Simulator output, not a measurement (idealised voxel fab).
process module | voxel ribs on slabs
cross-section cut | 140 nm wide | cells 5 nm
A cross-section is a grid of square cells, given in bands from the top down. A band is one or more rows of cells.
Each band's line starts with the height of the band's top and of its bottom, in nm. Then come its materials from left to right, each with its width in nm. One material with "throughout" fills the band from edge to edge. "air" is empty space.
Height 0 is the level under which the wafer as received is all one material. The lowest band goes on downwards, as in "0 down".
A width such as "30 to 40" changes by the same amount from each row of cells to the next, from the band's top row to its bottom row.
"no change" after a step means that no cell of the cross-section changed.
closed voids: empty space of 8 cells or more with no open way to the top, each as width x height at its distance from the left edge, in nm
after a step's settings: what the simulator itself notes on the step
overlay nm, on a step with a mask: how far to the right of its planned place the mask lay; to the left if negative
plan
1 op RECEIVE | material Si
2 op DIRECTIONAL_DEP | material SiO2 | thk nm 30
3 op DIRECTIONAL_DEP | material SiN | thk nm 15
4 op DIRECTIONAL_DEP | material aC | thk nm 10
5 op PATTERN | tone cover | mask id RIB | material resist | width nm 30 | thk nm 30 | overlay nm 0
6 op DIRECTIONAL_ETCH | etch materials aC | depth nm 10
7 op STRIP | etch materials resist
8 op DIRECTIONAL_ETCH | etch materials SiN | depth nm 5
9 op STRIP | etch materials aC
10 op MASKED_ETCH | tone cover | mask id SLAB | width nm 90 | etch materials SiN | depth nm 10 | overlay nm 0
11 op FILL_DEP | material SiO2 | thk nm 30
12 op CMP | height nm 65
13 op DIRECTIONAL_DEP | material W | thk nm 10
14 op DIRECTIONAL_DEP | material aC | thk nm 10
15 op PATTERN | tone cover | mask id HEATER | material resist | width nm 40 | thk nm 30 | overlay nm 0
16 op DIRECTIONAL_ETCH | etch materials aC | depth nm 10
17 op STRIP | etch materials resist
18 op DIRECTIONAL_ETCH | etch materials W | depth nm 10
19 op STRIP | etch materials aC
20 op CONFORMAL_DEP | material SiN | thk nm 10
first wafer, as planned
as received, after step 1
  0 down: Si throughout
  closed voids: none
after step 2
  30 to 0: SiO2 throughout
  below 0: unchanged
after step 3
  45 to 30: SiN throughout
  below 30: unchanged
after step 4
  55 to 45: aC throughout
  below 45: unchanged
after step 5
  85 to 55: air 55 | resist 30 | air 55
  below 55: unchanged
after step 6
  75 to 55: air 55 | resist 30 | air 55
  55 to 45: air 55 | aC 30 | air 55
  below 45: unchanged
after step 7
  55 to 45: air 55 | aC 30 | air 55
  below 45: unchanged
after step 8
  55 to 45: air 55 | aC 30 | air 55
  45 to 40: air 55 | SiN 30 | air 55
  below 40: unchanged
after step 9
  45 to 40: air 55 | SiN 30 | air 55
  below 40: unchanged
after step 10
  45 to 40: air 55 | SiN 30 | air 55
  40 to 30: air 25 | SiN 90 | air 25
  below 30: unchanged
after step 11
  75 to 45: SiO2 throughout
  45 to 40: SiO2 55 | SiN 30 | SiO2 55
  40 to 30: SiO2 25 | SiN 90 | SiO2 25
  below 30: unchanged
after step 12
  65 to 45: SiO2 throughout
  below 45: unchanged
after step 13
  75 to 65: W throughout
  below 65: unchanged
after step 14
  85 to 75: aC throughout
  below 75: unchanged
after step 15
  115 to 85: air 50 | resist 40 | air 50
  below 85: unchanged
after step 16
  105 to 85: air 50 | resist 40 | air 50
  85 to 75: air 50 | aC 40 | air 50
  below 75: unchanged
after step 17
  85 to 75: air 50 | aC 40 | air 50
  below 75: unchanged
after step 18
  85 to 75: air 50 | aC 40 | air 50
  75 to 65: air 50 | W 40 | air 50
  below 65: unchanged
after step 19
  75 to 65: air 50 | W 40 | air 50
  below 65: unchanged
after step 20
  85 to 75: air 40 | SiN 60 | air 40
  75 to 65: SiN 50 | W 40 | SiN 50
  below 65: unchanged
second wafer: like start, like plan, one mistake. Through step 1 it matches the first wafer
when step 2 should have ended
  60 to 0: SiO2 throughout
  below 0: unchanged
when step 3 should have ended
  75 to 60: SiN throughout
  below 60: unchanged
when step 4 should have ended
  85 to 75: aC throughout
  below 75: unchanged
when step 5 should have ended
  115 to 85: air 55 | resist 30 | air 55
  below 85: unchanged
when step 6 should have ended
  105 to 85: air 55 | resist 30 | air 55
  85 to 75: air 55 | aC 30 | air 55
  below 75: unchanged
when step 7 should have ended
  85 to 75: air 55 | aC 30 | air 55
  below 75: unchanged
when step 8 should have ended
  85 to 75: air 55 | aC 30 | air 55
  75 to 70: air 55 | SiN 30 | air 55
  below 70: unchanged
when step 9 should have ended
  75 to 70: air 55 | SiN 30 | air 55
  below 70: unchanged
when step 10 should have ended
  75 to 70: air 55 | SiN 30 | air 55
  70 to 60: air 25 | SiN 90 | air 25
  below 60: unchanged
when step 11 should have ended
  105 to 75: SiO2 throughout
  75 to 70: SiO2 55 | SiN 30 | SiO2 55
  70 to 60: SiO2 25 | SiN 90 | SiO2 25
  below 60: unchanged
when step 12 should have ended
  65 to 60: SiO2 25 | SiN 90 | SiO2 25
  below 60: unchanged
when step 13 should have ended
  75 to 65: W throughout
  below 65: unchanged
when step 14 should have ended
  85 to 75: aC throughout
  below 75: unchanged
when step 15 should have ended
  115 to 85: air 50 | resist 40 | air 50
  below 85: unchanged
when step 16 should have ended
  105 to 85: air 50 | resist 40 | air 50
  85 to 75: air 50 | aC 40 | air 50
  below 75: unchanged
when step 17 should have ended
  85 to 75: air 50 | aC 40 | air 50
  below 75: unchanged
when step 18 should have ended
  85 to 75: air 50 | aC 40 | air 50
  75 to 65: air 50 | W 40 | air 50
  below 65: unchanged
when step 19 should have ended
  75 to 65: air 50 | W 40 | air 50
  below 65: unchanged
when step 20 should have ended
  85 to 75: air 40 | SiN 60 | air 40
  75 to 65: SiN 50 | W 40 | SiN 50
  below 65: unchanged
what went wrong: step 2 was run twice
at the end the second wafer has, in cells: 24 fewer of SiN | 24 more of SiO2
